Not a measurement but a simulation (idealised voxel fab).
The following is a process module called voxel trench capacitor.
Cross-section cut spans 145 nm and uses square cells 5 nm in size.
Throughout this document, each cross-section is represented as a grid of square cells and is presented as a sequence of bands enumerated from the top downward, where a band comprises one or more rows of cells.
First you get the band's top height and its bottom height, in nm, and then the materials it's made of, left to right, with each width in nm. If you see a single material with "all across", that one covers the band edge to edge. "blank" is empty space.
Height is counted from the level 0, under which the received wafer is composed throughout of one material. The lowest of the bands is not closed at the bottom but continues downward, in the notation "z 0 and below".
Quick explanation for "30->40": the width changes in equal steps down the rows of cells, from the first number in the band's top row to the second number in its bottom row.
The cross-section has no changed cell in any step marked "remains unaltered".
"Sealed void listing" means: voids of 8 cells or more that are shut off from the top with no open way through. Written width x height at distance, distance from the left edge, in nm.
Step line, after settings: the simulator's comment on this step.
overlay nm: on a step with a mask, how far right of its planned place the mask lay; negative means left.

Below is the list of planned process steps
step 1: RECEIVE (material Si)
step 2: CONFORMAL_DEP (material SiN; thk nm 10)
step 3: MASKED_ETCH (tone open; mask id TRENCH; width nm 30; pitch nm 45; etch materials SiN; depth nm 10; overlay nm 0)
step 4: MASKED_ETCH (tone open; mask id TRENCH; width nm 30; pitch nm 45; etch materials Si; depth nm 40; overlay nm 0)
step 5: CONFORMAL_DEP (material HfO2; thk nm 5)
step 6: CONFORMAL_DEP (material TiN; thk nm 5)
step 7: FILL_DEP (material W; thk nm 10)
step 8: CMP (height nm 10)

On the first of the two wafers: run conducted according to plan

Incoming wafer in cross-section (state: after step 1)
z 0 and below = Si all across
Sealed void listing: none

State of the wafer after step 2, shown in cross-section
z 10 to 0 = SiN all across
Rest of section, below 0: as before.

State of the wafer after step 3, shown in cross-section
z 10 to 0 = SiN (35), then blank (30), then SiN (15), then blank (30), then SiN (35)
Rest of section, below 0: as before.

State of the wafer after step 4, shown in cross-section
z 10 to 0 = SiN (35), then blank (30), then SiN (15), then blank (30), then SiN (35)
z 0 to -40 = Si (35), then blank (30), then Si (15), then blank (30), then Si (35)
Rest of section, below -40: as before.

State of the wafer after step 5, shown in cross-section
z 15 to 10 = HfO2 (40), then blank (20), then HfO2 (25), then blank (20), then HfO2 (40)
z 10 to 0 = SiN (35), then HfO2 (5), then blank (20), then HfO2 (5), then SiN (15), then HfO2 (5), then blank (20), then HfO2 (5), then SiN (35)
z 0 to -35 = Si (35), then HfO2 (5), then blank (20), then HfO2 (5), then Si (15), then HfO2 (5), then blank (20), then HfO2 (5), then Si (35)
z -35 to -40 = Si (35), then HfO2 (30), then Si (15), then HfO2 (30), then Si (35)
Rest of section, below -40: as before.

State of the wafer after step 6, shown in cross-section
z 20 to 15 = TiN (45), then blank (10), then TiN (35), then blank (10), then TiN (45)
z 15 to 10 = HfO2 (40), then TiN (5), then blank (10), then TiN (5), then HfO2 (25), then TiN (5), then blank (10), then TiN (5), then HfO2 (40)
z 10 to 0 = SiN (35), then HfO2 (5), then TiN (5), then blank (10), then TiN (5), then HfO2 (5), then SiN (15), then HfO2 (5), then TiN (5), then blank (10), then TiN (5), then HfO2 (5), then SiN (35)
z 0 to -30 = Si (35), then HfO2 (5), then TiN (5), then blank (10), then TiN (5), then HfO2 (5), then Si (15), then HfO2 (5), then TiN (5), then blank (10), then TiN (5), then HfO2 (5), then Si (35)
z -30 to -35 = Si (35), then HfO2 (5), then TiN (20), then HfO2 (5), then Si (15), then HfO2 (5), then TiN (20), then HfO2 (5), then Si (35)
Rest of section, below -35: as before.

State of the wafer after step 7, shown in cross-section
z 30 to 20 = W all across
z 20 to 15 = TiN (45), then W (10), then TiN (35), then W (10), then TiN (45)
z 15 to 10 = HfO2 (40), then TiN (5), then W (10), then TiN (5), then HfO2 (25), then TiN (5), then W (10), then TiN (5), then HfO2 (40)
z 10 to 0 = SiN (35), then HfO2 (5), then TiN (5), then W (10), then TiN (5), then HfO2 (5), then SiN (15), then HfO2 (5), then TiN (5), then W (10), then TiN (5), then HfO2 (5), then SiN (35)
z 0 to -30 = Si (35), then HfO2 (5), then TiN (5), then W (10), then TiN (5), then HfO2 (5), then Si (15), then HfO2 (5), then TiN (5), then W (10), then TiN (5), then HfO2 (5), then Si (35)
Rest of section, below -30: as before.

State of the wafer after step 8, shown in cross-section
z 10 to 0 = SiN (35), then HfO2 (5), then TiN (5), then W (10), then TiN (5), then HfO2 (5), then SiN (15), then HfO2 (5), then TiN (5), then W (10), then TiN (5), then HfO2 (5), then SiN (35)
Rest of section, below 0: as before.

Notes, second wafer: start = first wafer's, plan = first wafer's, execution had one mistake; history identical to first through step 3

X-section, second wafer, when step 4 was due to finish
z 10 to 0 = SiN (35), then blank (30), then SiN (15), then blank (30), then SiN (35)
z 0 to -50 = Si (35), then blank (30), then Si (15), then blank (30), then Si (35)
Rest of section, below -50: as before.

X-section, second wafer, when step 5 was due to finish
z 15 to 10 = HfO2 (40), then blank (20), then HfO2 (25), then blank (20), then HfO2 (40)
z 10 to 0 = SiN (35), then HfO2 (5), then blank (20), then HfO2 (5), then SiN (15), then HfO2 (5), then blank (20), then HfO2 (5), then SiN (35)
z 0 to -45 = Si (35), then HfO2 (5), then blank (20), then HfO2 (5), then Si (15), then HfO2 (5), then blank (20), then HfO2 (5), then Si (35)
z -45 to -50 = Si (35), then HfO2 (30), then Si (15), then HfO2 (30), then Si (35)
Rest of section, below -50: as before.

X-section, second wafer, when step 6 was due to finish
z 20 to 15 = TiN (45), then blank (10), then TiN (35), then blank (10), then TiN (45)
z 15 to 10 = HfO2 (40), then TiN (5), then blank (10), then TiN (5), then HfO2 (25), then TiN (5), then blank (10), then TiN (5), then HfO2 (40)
z 10 to 0 = SiN (35), then HfO2 (5), then TiN (5), then blank (10), then TiN (5), then HfO2 (5), then SiN (15), then HfO2 (5), then TiN (5), then blank (10), then TiN (5), then HfO2 (5), then SiN (35)
z 0 to -40 = Si (35), then HfO2 (5), then TiN (5), then blank (10), then TiN (5), then HfO2 (5), then Si (15), then HfO2 (5), then TiN (5), then blank (10), then TiN (5), then HfO2 (5), then Si (35)
z -40 to -45 = Si (35), then HfO2 (5), then TiN (20), then HfO2 (5), then Si (15), then HfO2 (5), then TiN (20), then HfO2 (5), then Si (35)
Rest of section, below -45: as before.

X-section, second wafer, when step 7 was due to finish
z 30 to 20 = W all across
z 20 to 15 = TiN (45), then W (10), then TiN (35), then W (10), then TiN (45)
z 15 to 10 = HfO2 (40), then TiN (5), then W (10), then TiN (5), then HfO2 (25), then TiN (5), then W (10), then TiN (5), then HfO2 (40)
z 10 to 0 = SiN (35), then HfO2 (5), then TiN (5), then W (10), then TiN (5), then HfO2 (5), then SiN (15), then HfO2 (5), then TiN (5), then W (10), then TiN (5), then HfO2 (5), then SiN (35)
z 0 to -40 = Si (35), then HfO2 (5), then TiN (5), then W (10), then TiN (5), then HfO2 (5), then Si (15), then HfO2 (5), then TiN (5), then W (10), then TiN (5), then HfO2 (5), then Si (35)
Rest of section, below -40: as before.

X-section, second wafer, when step 8 was due to finish
z 10 to 0 = SiN (35), then HfO2 (5), then TiN (5), then W (10), then TiN (5), then HfO2 (5), then SiN (15), then HfO2 (5), then TiN (5), then W (10), then TiN (5), then HfO2 (5), then SiN (35)
Rest of section, below 0: as before.
Want to know what went wrong? for step 4, the planned setting was not used; the step was instead run as MASKED_ETCH (tone open; mask id TRENCH; width nm 30; pitch nm 45; etch materials Si; depth nm 50; overlay nm 0)
FYI, end of process, the second wafer has more or fewer cells of some materials than the first: +8 HfO2 | -24 Si | +8 TiN | +8 W
